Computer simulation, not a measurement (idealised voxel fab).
Proc. module: voxel tone inversion
This is section cut - it's 260 nm across, gridded in 5 nm square cells.
Cross-section format: a grid of square cells, given as bands from top to bottom; each band is one or more rows of cells. Read a band's entry like this: the first values are the height of its top and the height of its bottom in nm, and what follows is the sequence of materials from left to right, each with its width in nm. Note that "blank" is empty space, and that a single material marked "all across" reaches across the band from edge to edge. Heights are measured from 0, the level below which the as-received wafer is all one material; the lowest band has no bottom and continues downward, written as in "z 0 and below". Think of "30 to 40" as a width that walks from the first number to the second as you go down the band, top row to bottom row, taking equal-sized steps from row to row. You'll sometimes find "left unchanged" written for a step, and that's the way of saying that nowhere in the cross-section did a cell change during that step. This entry, "Tabulated closed voids", enumerates those empty regions of no fewer than 8 cells that possess no open connection to the top. Each region is reported in the form width x height at distance, the distance being taken from the left edge, with all three quantities expressed in nm. Step line, after settings: the simulator's comment on this step. When a step includes a mask, the "overlay nm" setting on its line states how far to the right of its planned place that mask lay, and negative values state how far to the left. Structure of the following material. The material consists of pairs of cross-sections. Each pair comprises the cross-section before one process step and the cross-section after that step, the latter shown only down to the lowest band that changed. The step between the cross-sections is specified beneath each pair, including its settings. Pairs are not necessarily consecutive: they may derive from different runs of this module performed on the same starting wafer. Continuity with the pair above is to be assumed only where the entry headed "Incoming profile" of the pair in question states it.
Incoming profile
  z 0 and below | Si all across
  Tabulated closed voids: none
after
  z 5 to 0 | SiCN all across
  Below 0 it's all the same as before, nothing changed down there.
  Tabulated closed voids: none
The process step separating the two cross-sections depicted above is as follows: CONFORMAL_DEP, material SiCN, thk nm 5
Incoming profile: This step starts from the configuration shown after the step in the pair immediately above.
after
  z 25 to 5 | polySi all across
  Below 5 it's all the same as before, nothing changed down there.
  Tabulated closed voids: none
The process step separating the two cross-sections depicted above is as follows: DIRECTIONAL_DEP, material polySi, thk nm 20
Incoming profile: This step starts from the configuration shown after the step in the pair immediately above.
after
  z 50 to 25 | 100 blank / 20 resist / 20 blank / 20 resist / 100 blank
  Below 25 it's all the same as before, nothing changed down there.
  Tabulated closed voids: none
The process step separating the two cross-sections depicted above is as follows: PATTERN, tone cover, mask id POSTS, material resist, width nm 20, pitch nm 40, thk nm 25, overlay nm 0
Incoming profile: This step starts from the configuration shown after the step in the pair immediately above.
after
  z 50 to 25 | 100 blank / 20 resist / 20 blank / 20 resist / 100 blank
  z 25 to 5 | 100 blank / 20 polySi / 20 blank / 20 polySi / 100 blank
  Below 5 it's all the same as before, nothing changed down there.
  Tabulated closed voids: none
The process step separating the two cross-sections depicted above is as follows: DIRECTIONAL_ETCH, etch materials polySi, depth nm 20
Incoming profile: This step starts from the configuration shown after the step in the pair immediately above.
after
  z 25 to 5 | 100 blank / 20 polySi / 20 blank / 20 polySi / 100 blank
  Below 5 it's all the same as before, nothing changed down there.
  Tabulated closed voids: none
The process step separating the two cross-sections depicted above is as follows: STRIP, etch materials resist
Incoming profile: This step starts from the configuration shown after the step in the pair immediately above.
after
  z 35 to 25 | lowk all across
  z 25 to 5 | 100 lowk / 20 polySi / 20 lowk / 20 polySi / 100 lowk
  Below 5 it's all the same as before, nothing changed down there.
  Tabulated closed voids: none
The process step separating the two cross-sections depicted above is as follows: FILL_DEP, material lowk, thk nm 10
Incoming profile: This step starts from the configuration shown after the step in the pair immediately above.
after
  z 25 to 5 | 100 lowk / 20 polySi / 20 lowk / 20 polySi / 100 lowk
  Below 5 it's all the same as before, nothing changed down there.
  Tabulated closed voids: none
The process step separating the two cross-sections depicted above is as follows: CMP, height nm 25
Incoming profile: This step starts from the configuration shown after the step in the pair immediately above.
after
  z 25 to 5 | 100 lowk / 20 blank / 20 lowk / 20 blank / 100 lowk
  Below 5 it's all the same as before, nothing changed down there.
  Tabulated closed voids: none
The process step separating the two cross-sections depicted above is as follows: STRIP, etch materials polySi
Incoming profile: This step starts from the configuration shown after the step in the pair immediately above.
after
  z 30 to 25 | 105 TiN / 10 blank / 30 TiN / 10 blank / 105 TiN
  z 25 to 10 | 100 lowk / 5 TiN / 10 blank / 5 TiN / 20 lowk / 5 TiN / 10 blank / 5 TiN / 100 lowk
  z 10 to 5 | 100 lowk / 20 TiN / 20 lowk / 20 TiN / 100 lowk
  Below 5 it's all the same as before, nothing changed down there.
  Tabulated closed voids: none
The process step separating the two cross-sections depicted above is as follows: CONFORMAL_DEP, material TiN, thk nm 5
Incoming profile: This step starts from the configuration shown after the step in the pair immediately above.
after
  z 35 to 30 | W all across
  z 30 to 25 | 105 TiN / 10 W / 30 TiN / 10 W / 105 TiN
  z 25 to 10 | 100 lowk / 5 TiN / 10 W / 5 TiN / 20 lowk / 5 TiN / 10 W / 5 TiN / 100 lowk
  Below 10 it's all the same as before, nothing changed down there.
  Tabulated closed voids: none
The process step separating the two cross-sections depicted above is as follows: FILL_DEP, material W, thk nm 5
Incoming profile: This step starts from the configuration shown after the step in the pair immediately above.
after
  z 25 to 10 | 100 lowk / 5 TiN / 10 W / 5 TiN / 20 lowk / 5 TiN / 10 W / 5 TiN / 100 lowk
  Below 10 it's all the same as before, nothing changed down there.
  Tabulated closed voids: none
The process step separating the two cross-sections depicted above is as follows: CMP, height nm 25
Incoming profile: This step starts from the configuration shown after the step in the pair immediately above.
after
  z 30 to 25 | SiN all across
  Below 25 it's all the same as before, nothing changed down there.
  Tabulated closed voids: none
The process step separating the two cross-sections depicted above is as follows: CONFORMAL_DEP, material SiN, thk nm 5
Incoming profile
  z 0 and below | Si all across
  Tabulated closed voids: none
after
  z 20 to 0 | polySi all across
  Below 0 it's all the same as before, nothing changed down there.
  Tabulated closed voids: none
The process step separating the two cross-sections depicted above is as follows: DIRECTIONAL_DEP, material polySi, thk nm 20
Incoming profile: This step starts from the configuration shown after the step in the pair immediately above.
after
  z 45 to 20 | 100 blank / 20 resist / 20 blank / 20 resist / 100 blank
  Below 20 it's all the same as before, nothing changed down there.
  Tabulated closed voids: none
The process step separating the two cross-sections depicted above is as follows: PATTERN, tone cover, mask id POSTS, material resist, width nm 20, pitch nm 40, thk nm 25, overlay nm 0
Incoming profile: This step starts from the configuration shown after the step in the pair immediately above.
after
  z 45 to 20 | 100 blank / 20 resist / 20 blank / 20 resist / 100 blank
  z 20 to 0 | 100 blank / 20 polySi / 20 blank / 20 polySi / 100 blank
  Below 0 it's all the same as before, nothing changed down there.
  Tabulated closed voids: none
The process step separating the two cross-sections depicted above is as follows: DIRECTIONAL_ETCH, etch materials polySi, depth nm 20
Incoming profile: This step starts from the configuration shown after the step in the pair immediately above.
after
  z 20 to 0 | 100 blank / 20 polySi / 20 blank / 20 polySi / 100 blank
  Below 0 it's all the same as before, nothing changed down there.
  Tabulated closed voids: none
The process step separating the two cross-sections depicted above is as follows: STRIP, etch materials resist
Incoming profile: This step starts from the configuration shown after the step in the pair immediately above.
after
  z 30 to 20 | lowk all across
  z 20 to 0 | 100 lowk / 20 polySi / 20 lowk / 20 polySi / 100 lowk
  Below 0 it's all the same as before, nothing changed down there.
  Tabulated closed voids: none
The process step separating the two cross-sections depicted above is as follows: FILL_DEP, material lowk, thk nm 10
Incoming profile: This step starts from the configuration shown after the step in the pair immediately above.
after
  z 25 to 20 | lowk all across
  Below 20 it's all the same as before, nothing changed down there.
  Tabulated closed voids: none
The process step separating the two cross-sections depicted above is as follows: CMP, height nm 25
Incoming profile: This step starts from the configuration shown after the step in the pair immediately above.
after
  z 30 to 25 | TiN all across
  Below 25 it's all the same as before, nothing changed down there.
  Tabulated closed voids: none
The process step separating the two cross-sections depicted above is as follows: CONFORMAL_DEP, material TiN, thk nm 5
Incoming profile: This step starts from the configuration shown after the step in the pair immediately above.
after
  z 35 to 30 | W all across
  Below 30 it's all the same as before, nothing changed down there.
  Tabulated closed voids: none
The process step separating the two cross-sections depicted above is as follows: FILL_DEP, material W, thk nm 5
Incoming profile: This step starts from the configuration shown after the step in the pair immediately above.
after
  z 25 to 20 | lowk all across
  Below 20 it's all the same as before, nothing changed down there.
  Tabulated closed voids: none
The process step separating the two cross-sections depicted above is as follows: CMP, height nm 25
Incoming profile: This step starts from the configuration shown after the step in the pair immediately above.
after
  z 30 to 25 | SiN all across
  Below 25 it's all the same as before, nothing changed down there.
  Tabulated closed voids: none
The process step separating the two cross-sections depicted above is as follows: CONFORMAL_DEP, material SiN, thk nm 5
Incoming profile
  z 35 to 30 | W all across
  z 30 to 25 | 105 TiN / 10 W / 30 TiN / 10 W / 105 TiN
  z 25 to 10 | 100 lowk / 5 TiN / 10 W / 5 TiN / 20 lowk / 5 TiN / 10 W / 5 TiN / 100 lowk
  z 10 to 5 | 100 lowk / 20 TiN / 20 lowk / 20 TiN / 100 lowk
  z 5 to 0 | SiCN all across
  z 0 and below | Si all across
  Tabulated closed voids: none
after
  z 40 to 30 | W all across
  Below 30 it's all the same as before, nothing changed down there.
  Tabulated closed voids: none
The process step separating the two cross-sections depicted above is as follows: FILL_DEP, material W, thk nm 5
Incoming profile: This step starts from the configuration shown after the step in the pair immediately above.
after
  z 25 to 10 | 100 lowk / 5 TiN / 10 W / 5 TiN / 20 lowk / 5 TiN / 10 W / 5 TiN / 100 lowk
  Below 10 it's all the same as before, nothing changed down there.
  Tabulated closed voids: none
The process step separating the two cross-sections depicted above is as follows: CMP, height nm 25
Incoming profile
  z 20 to 0 | polySi all across
  z 0 and below | Si all across
  Tabulated closed voids: none
after
  z 25 to 20 | SiCN all across
  Below 20 it's all the same as before, nothing changed down there.
  Tabulated closed voids: none
The process step separating the two cross-sections depicted above is as follows: CONFORMAL_DEP, material SiCN, thk nm 5
Incoming profile: This step starts from the configuration shown after the step in the pair immediately above.
after
  z 50 to 25 | 100 blank / 20 resist / 20 blank / 20 resist / 100 blank
  Below 25 it's all the same as before, nothing changed down there.
  Tabulated closed voids: none
The process step separating the two cross-sections depicted above is as follows: PATTERN, tone cover, mask id POSTS, material resist, width nm 20, pitch nm 40, thk nm 25, overlay nm 0
Incoming profile: This step starts from the configuration shown after the step in the pair immediately above.
after
  z 25 to 20 | SiCN all across
  Below 20 it's all the same as before, nothing changed down there.
  Tabulated closed voids: none
The process step separating the two cross-sections depicted above is as follows: STRIP, etch materials resist
Incoming profile: This step starts from the configuration shown after the step in the pair immediately above.
after
  z 35 to 25 | lowk all across
  Below 25 it's all the same as before, nothing changed down there.
  Tabulated closed voids: none
The process step separating the two cross-sections depicted above is as follows: FILL_DEP, material lowk, thk nm 10
Incoming profile: This step starts from the configuration shown after the step in the pair immediately above.
after
  z 25 to 20 | SiCN all across
  Below 20 it's all the same as before, nothing changed down there.
  Tabulated closed voids: none
The process step separating the two cross-sections depicted above is as follows: CMP, height nm 25
Incoming profile: This step starts from the configuration shown after the step in the pair immediately above.
after
  z 30 to 25 | TiN all across
  Below 25 it's all the same as before, nothing changed down there.
  Tabulated closed voids: none
The process step separating the two cross-sections depicted above is as follows: CONFORMAL_DEP, material TiN, thk nm 5
Incoming profile: This step starts from the configuration shown after the step in the pair immediately above.
after
  z 35 to 30 | W all across
  Below 30 it's all the same as before, nothing changed down there.
  Tabulated closed voids: none
The process step separating the two cross-sections depicted above is as follows: FILL_DEP, material W, thk nm 5
Incoming profile: This step starts from the configuration shown after the step in the pair immediately above.
after
  z 25 to 20 | SiCN all across
  Below 20 it's all the same as before, nothing changed down there.
  Tabulated closed voids: none
The process step separating the two cross-sections depicted above is as follows: CMP, height nm 25
Incoming profile: This step starts from the configuration shown after the step in the pair immediately above.
after
  z 30 to 25 | SiN all across
  Below 25 it's all the same as before, nothing changed down there.
  Tabulated closed voids: none
The process step separating the two cross-sections depicted above is as follows: CONFORMAL_DEP, material SiN, thk nm 5
Incoming profile
  z 25 to 10 | 100 lowk / 5 TiN / 10 W / 5 TiN / 20 lowk / 5 TiN / 10 W / 5 TiN / 100 lowk
  z 10 to 5 | 100 lowk / 20 TiN / 20 lowk / 20 TiN / 100 lowk
  z 5 to 0 | SiCN all across
  z 0 and below | Si all across
  Tabulated closed voids: none
after
  z 40 to 25 | SiN all across
  Below 25 it's all the same as before, nothing changed down there.
  Tabulated closed voids: none
The process step separating the two cross-sections depicted above is as follows: CONFORMAL_DEP, material SiN, thk nm 15
Incoming profile
  z 25 to 5 | polySi all across
  z 5 to 0 | SiCN all across
  z 0 and below | Si all across
  Tabulated closed voids: none
after
  z 50 to 25 | 105 blank / 15 resist / 25 blank / 15 resist / 100 blank
  Below 25 it's all the same as before, nothing changed down there.
  Tabulated closed voids: none
The process step separating the two cross-sections depicted above is as follows: PATTERN, tone cover, mask id POSTS, material resist, width nm 15, pitch nm 40, thk nm 25, overlay nm 0
Incoming profile: This step starts from the configuration shown after the step in the pair immediately above.
after
  z 50 to 25 | 105 blank / 15 resist / 25 blank / 15 resist / 100 blank
  z 25 to 5 | 105 blank / 15 polySi / 25 blank / 15 polySi / 100 blank
  Below 5 it's all the same as before, nothing changed down there.
  Tabulated closed voids: none
The process step separating the two cross-sections depicted above is as follows: DIRECTIONAL_ETCH, etch materials polySi, depth nm 20
Incoming profile: This step starts from the configuration shown after the step in the pair immediately above.
after
  z 25 to 5 | 105 blank / 15 polySi / 25 blank / 15 polySi / 100 blank
  Below 5 it's all the same as before, nothing changed down there.
  Tabulated closed voids: none
The process step separating the two cross-sections depicted above is as follows: STRIP, etch materials resist
Incoming profile: This step starts from the configuration shown after the step in the pair immediately above.
after
  z 35 to 25 | lowk all across
  z 25 to 5 | 105 lowk / 15 polySi / 25 lowk / 15 polySi / 100 lowk
  Below 5 it's all the same as before, nothing changed down there.
  Tabulated closed voids: none
The process step separating the two cross-sections depicted above is as follows: FILL_DEP, material lowk, thk nm 10
Incoming profile: This step starts from the configuration shown after the step in the pair immediately above.
after
  z 25 to 5 | 105 lowk / 15 polySi / 25 lowk / 15 polySi / 100 lowk
  Below 5 it's all the same as before, nothing changed down there.
  Tabulated closed voids: none
The process step separating the two cross-sections depicted above is as follows: CMP, height nm 25
Incoming profile: This step starts from the configuration shown after the step in the pair immediately above.
after
  z 25 to 5 | 105 lowk / 15 blank / 25 lowk / 15 blank / 100 lowk
  Below 5 it's all the same as before, nothing changed down there.
  Tabulated closed voids: none
The process step separating the two cross-sections depicted above is as follows: STRIP, etch materials polySi
Incoming profile: This step starts from the configuration shown after the step in the pair immediately above.
after
  z 30 to 25 | 110 TiN / 5 blank / 35 TiN / 5 blank / 105 TiN
  z 25 to 10 | 105 lowk / 5 TiN / 5 blank / 5 TiN / 25 lowk / 5 TiN / 5 blank / 5 TiN / 100 lowk
  z 10 to 5 | 105 lowk / 15 TiN / 25 lowk / 15 TiN / 100 lowk
  Below 5 it's all the same as before, nothing changed down there.
  Tabulated closed voids: none
The process step separating the two cross-sections depicted above is as follows: CONFORMAL_DEP, material TiN, thk nm 5
Incoming profile: This step starts from the configuration shown after the step in the pair immediately above.
after
  z 35 to 30 | W all across
  z 30 to 25 | 110 TiN / 5 W / 35 TiN / 5 W / 105 TiN
  z 25 to 10 | 105 lowk / 5 TiN / 5 W / 5 TiN / 25 lowk / 5 TiN / 5 W / 5 TiN / 100 lowk
  Below 10 it's all the same as before, nothing changed down there.
  Tabulated closed voids: none
The process step separating the two cross-sections depicted above is as follows: FILL_DEP, material W, thk nm 5
Incoming profile: This step starts from the configuration shown after the step in the pair immediately above.
after
  z 25 to 10 | 105 lowk / 5 TiN / 5 W / 5 TiN / 25 lowk / 5 TiN / 5 W / 5 TiN / 100 lowk
  Below 10 it's all the same as before, nothing changed down there.
  Tabulated closed voids: none
The process step separating the two cross-sections depicted above is as follows: CMP, height nm 25
Incoming profile: This step starts from the configuration shown after the step in the pair immediately above.
after
  z 30 to 25 | SiN all across
  Below 25 it's all the same as before, nothing changed down there.
  Tabulated closed voids: none
The process step separating the two cross-sections depicted above is as follows: CONFORMAL_DEP, material SiN, thk nm 5
Incoming profile
  z 25 to 5 | polySi all across
  z 5 to 0 | SiCN all across
  z 0 and below | Si all across
  Tabulated closed voids: none
after
  z 50 to 25 | 105 blank / 20 resist / 20 blank / 20 resist / 95 blank
  Below 25 it's all the same as before, nothing changed down there.
  Tabulated closed voids: none
The process step separating the two cross-sections depicted above is as follows: PATTERN, tone cover, mask id POSTS, material resist, width nm 20, pitch nm 40, thk nm 25, overlay nm 5
Incoming profile: This step starts from the configuration shown after the step in the pair immediately above.
after
  z 50 to 25 | 105 blank / 20 resist / 20 blank / 20 resist / 95 blank
  z 25 to 5 | 105 blank / 20 polySi / 20 blank / 20 polySi / 95 blank
  Below 5 it's all the same as before, nothing changed down there.
  Tabulated closed voids: none
The process step separating the two cross-sections depicted above is as follows: DIRECTIONAL_ETCH, etch materials polySi, depth nm 20
Incoming profile: This step starts from the configuration shown after the step in the pair immediately above.
after
  z 25 to 5 | 105 blank / 20 polySi / 20 blank / 20 polySi / 95 blank
  Below 5 it's all the same as before, nothing changed down there.
  Tabulated closed voids: none
The process step separating the two cross-sections depicted above is as follows: STRIP, etch materials resist
Incoming profile: This step starts from the configuration shown after the step in the pair immediately above.
after
  z 35 to 25 | lowk all across
  z 25 to 5 | 105 lowk / 20 polySi / 20 lowk / 20 polySi / 95 lowk
  Below 5 it's all the same as before, nothing changed down there.
  Tabulated closed voids: none
The process step separating the two cross-sections depicted above is as follows: FILL_DEP, material lowk, thk nm 10
Incoming profile: This step starts from the configuration shown after the step in the pair immediately above.
after
  z 25 to 5 | 105 lowk / 20 polySi / 20 lowk / 20 polySi / 95 lowk
  Below 5 it's all the same as before, nothing changed down there.
  Tabulated closed voids: none
The process step separating the two cross-sections depicted above is as follows: CMP, height nm 25
Incoming profile: This step starts from the configuration shown after the step in the pair immediately above.
after
  z 25 to 5 | 105 lowk / 20 blank / 20 lowk / 20 blank / 95 lowk
  Below 5 it's all the same as before, nothing changed down there.
  Tabulated closed voids: none
The process step separating the two cross-sections depicted above is as follows: STRIP, etch materials polySi
Incoming profile: This step starts from the configuration shown after the step in the pair immediately above.
after
  z 30 to 25 | 110 TiN / 10 blank / 30 TiN / 10 blank / 100 TiN
  z 25 to 10 | 105 lowk / 5 TiN / 10 blank / 5 TiN / 20 lowk / 5 TiN / 10 blank / 5 TiN / 95 lowk
  z 10 to 5 | 105 lowk / 20 TiN / 20 lowk / 20 TiN / 95 lowk
  Below 5 it's all the same as before, nothing changed down there.
  Tabulated closed voids: none
The process step separating the two cross-sections depicted above is as follows: CONFORMAL_DEP, material TiN, thk nm 5
Incoming profile: This step starts from the configuration shown after the step in the pair immediately above.
after
  z 35 to 30 | W all across
  z 30 to 25 | 110 TiN / 10 W / 30 TiN / 10 W / 100 TiN
  z 25 to 10 | 105 lowk / 5 TiN / 10 W / 5 TiN / 20 lowk / 5 TiN / 10 W / 5 TiN / 95 lowk
  Below 10 it's all the same as before, nothing changed down there.
  Tabulated closed voids: none
The process step separating the two cross-sections depicted above is as follows: FILL_DEP, material W, thk nm 5
Incoming profile: This step starts from the configuration shown after the step in the pair immediately above.
after
  z 25 to 10 | 105 lowk / 5 TiN / 10 W / 5 TiN / 20 lowk / 5 TiN / 10 W / 5 TiN / 95 lowk
  Below 10 it's all the same as before, nothing changed down there.
  Tabulated closed voids: none
The process step separating the two cross-sections depicted above is as follows: CMP, height nm 25
Incoming profile: This step starts from the configuration shown after the step in the pair immediately above.
after
  z 30 to 25 | SiN all across
  Below 25 it's all the same as before, nothing changed down there.
  Tabulated closed voids: none
The process step separating the two cross-sections depicted above is as follows: CONFORMAL_DEP, material SiN, thk nm 5
Incoming profile
  z 5 to 0 | SiCN all across
  z 0 and below | Si all across
  Tabulated closed voids: none
after
  z 25 to 0 | SiCN all across
  Below 0 it's all the same as before, nothing changed down there.
  Tabulated closed voids: none
The process step separating the two cross-sections depicted above is as follows: DIRECTIONAL_DEP, material SiCN, thk nm 20
Incoming profile: This step starts from the configuration shown after the step in the pair immediately above.
after
  z 50 to 25 | 100 blank / 20 resist / 20 blank / 20 resist / 100 blank
  Below 25 it's all the same as before, nothing changed down there.
  Tabulated closed voids: none
The process step separating the two cross-sections depicted above is as follows: PATTERN, tone cover, mask id POSTS, material resist, width nm 20, pitch nm 40, thk nm 25, overlay nm 0
Incoming profile: This step starts from the configuration shown after the step in the pair immediately above.
after
  z 25 to 0 | SiCN all across
  Below 0 it's all the same as before, nothing changed down there.
  Tabulated closed voids: none
The process step separating the two cross-sections depicted above is as follows: STRIP, etch materials resist
Incoming profile: This step starts from the configuration shown after the step in the pair immediately above.
after
  z 35 to 25 | lowk all across
  Below 25 it's all the same as before, nothing changed down there.
  Tabulated closed voids: none
The process step separating the two cross-sections depicted above is as follows: FILL_DEP, material lowk, thk nm 10
Incoming profile: This step starts from the configuration shown after the step in the pair immediately above.
after
  z 25 to 0 | SiCN all across
  Below 0 it's all the same as before, nothing changed down there.
  Tabulated closed voids: none
The process step separating the two cross-sections depicted above is as follows: CMP, height nm 25
Incoming profile: This step starts from the configuration shown after the step in the pair immediately above.
after
  z 30 to 25 | TiN all across
  Below 25 it's all the same as before, nothing changed down there.
  Tabulated closed voids: none
The process step separating the two cross-sections depicted above is as follows: CONFORMAL_DEP, material TiN, thk nm 5
Incoming profile: This step starts from the configuration shown after the step in the pair immediately above.
after
  z 35 to 30 | W all across
  Below 30 it's all the same as before, nothing changed down there.
  Tabulated closed voids: none
The process step separating the two cross-sections depicted above is as follows: FILL_DEP, material W, thk nm 5
Incoming profile: This step starts from the configuration shown after the step in the pair immediately above.
after
  z 25 to 0 | SiCN all across
  Below 0 it's all the same as before, nothing changed down there.
  Tabulated closed voids: none
The process step separating the two cross-sections depicted above is as follows: CMP, height nm 25
Incoming profile: This step starts from the configuration shown after the step in the pair immediately above.
after
  z 30 to 25 | SiN all across
  Below 25 it's all the same as before, nothing changed down there.
  Tabulated closed voids: none
The process step separating the two cross-sections depicted above is as follows: CONFORMAL_DEP, material SiN, thk nm 5
Incoming profile
  z 25 to 5 | polySi all across
  z 5 to 0 | SiCN all across
  z 0 and below | Si all across
  Tabulated closed voids: none
after
  z 50 to 25 | 100 resist / 20 blank / 20 resist / 20 blank / 100 resist
  Below 25 it's all the same as before, nothing changed down there.
  Tabulated closed voids: none
The process step separating the two cross-sections depicted above is as follows: PATTERN, tone open, mask id POSTS, material resist, width nm 20, pitch nm 40, thk nm 25, overlay nm 0
Incoming profile: This step starts from the configuration shown after the step in the pair immediately above.
after
  z 50 to 25 | 100 resist / 20 blank / 20 resist / 20 blank / 100 resist
  z 25 to 5 | 100 polySi / 20 blank / 20 polySi / 20 blank / 100 polySi
  Below 5 it's all the same as before, nothing changed down there.
  Tabulated closed voids: none
The process step separating the two cross-sections depicted above is as follows: DIRECTIONAL_ETCH, etch materials polySi, depth nm 20
Incoming profile: This step starts from the configuration shown after the step in the pair immediately above.
after
  z 25 to 5 | 100 polySi / 20 blank / 20 polySi / 20 blank / 100 polySi
  Below 5 it's all the same as before, nothing changed down there.
  Tabulated closed voids: none
The process step separating the two cross-sections depicted above is as follows: STRIP, etch materials resist
Incoming profile: This step starts from the configuration shown after the step in the pair immediately above.
after
  z 35 to 25 | lowk all across
  z 25 to 5 | 100 polySi / 20 lowk / 20 polySi / 20 lowk / 100 polySi
  Below 5 it's all the same as before, nothing changed down there.
  Tabulated closed voids: none
The process step separating the two cross-sections depicted above is as follows: FILL_DEP, material lowk, thk nm 10
Incoming profile: This step starts from the configuration shown after the step in the pair immediately above.
after
  z 25 to 5 | 100 polySi / 20 lowk / 20 polySi / 20 lowk / 100 polySi
  Below 5 it's all the same as before, nothing changed down there.
  Tabulated closed voids: none
The process step separating the two cross-sections depicted above is as follows: CMP, height nm 25
Incoming profile: This step starts from the configuration shown after the step in the pair immediately above.
after
  z 25 to 5 | 100 blank / 20 lowk / 20 blank / 20 lowk / 100 blank
  Below 5 it's all the same as before, nothing changed down there.
  Tabulated closed voids: none
The process step separating the two cross-sections depicted above is as follows: STRIP, etch materials polySi
Incoming profile: This step starts from the configuration shown after the step in the pair immediately above.
after
  z 30 to 25 | 95 blank / 30 TiN / 10 blank / 30 TiN / 95 blank
  z 25 to 10 | 95 blank / 5 TiN / 20 lowk / 5 TiN / 10 blank / 5 TiN / 20 lowk / 5 TiN / 95 blank
  z 10 to 5 | 100 TiN / 20 lowk / 20 TiN / 20 lowk / 100 TiN
  Below 5 it's all the same as before, nothing changed down there.
  Tabulated closed voids: none
The process step separating the two cross-sections depicted above is as follows: CONFORMAL_DEP, material TiN, thk nm 5
Incoming profile: This step starts from the configuration shown after the step in the pair immediately above.
after
  z 35 to 30 | W all across
  z 30 to 25 | 95 W / 30 TiN / 10 W / 30 TiN / 95 W
  z 25 to 10 | 95 W / 5 TiN / 20 lowk / 5 TiN / 10 W / 5 TiN / 20 lowk / 5 TiN / 95 W
  Below 10 it's all the same as before, nothing changed down there.
  Tabulated closed voids: none
The process step separating the two cross-sections depicted above is as follows: FILL_DEP, material W, thk nm 5
Incoming profile: This step starts from the configuration shown after the step in the pair immediately above.
after
  z 25 to 10 | 95 W / 5 TiN / 20 lowk / 5 TiN / 10 W / 5 TiN / 20 lowk / 5 TiN / 95 W
  Below 10 it's all the same as before, nothing changed down there.
  Tabulated closed voids: none
The process step separating the two cross-sections depicted above is as follows: CMP, height nm 25
Incoming profile: This step starts from the configuration shown after the step in the pair immediately above.
after
  z 30 to 25 | SiN all across
  Below 25 it's all the same as before, nothing changed down there.
  Tabulated closed voids: none
The process step separating the two cross-sections depicted above is as follows: CONFORMAL_DEP, material SiN, thk nm 5
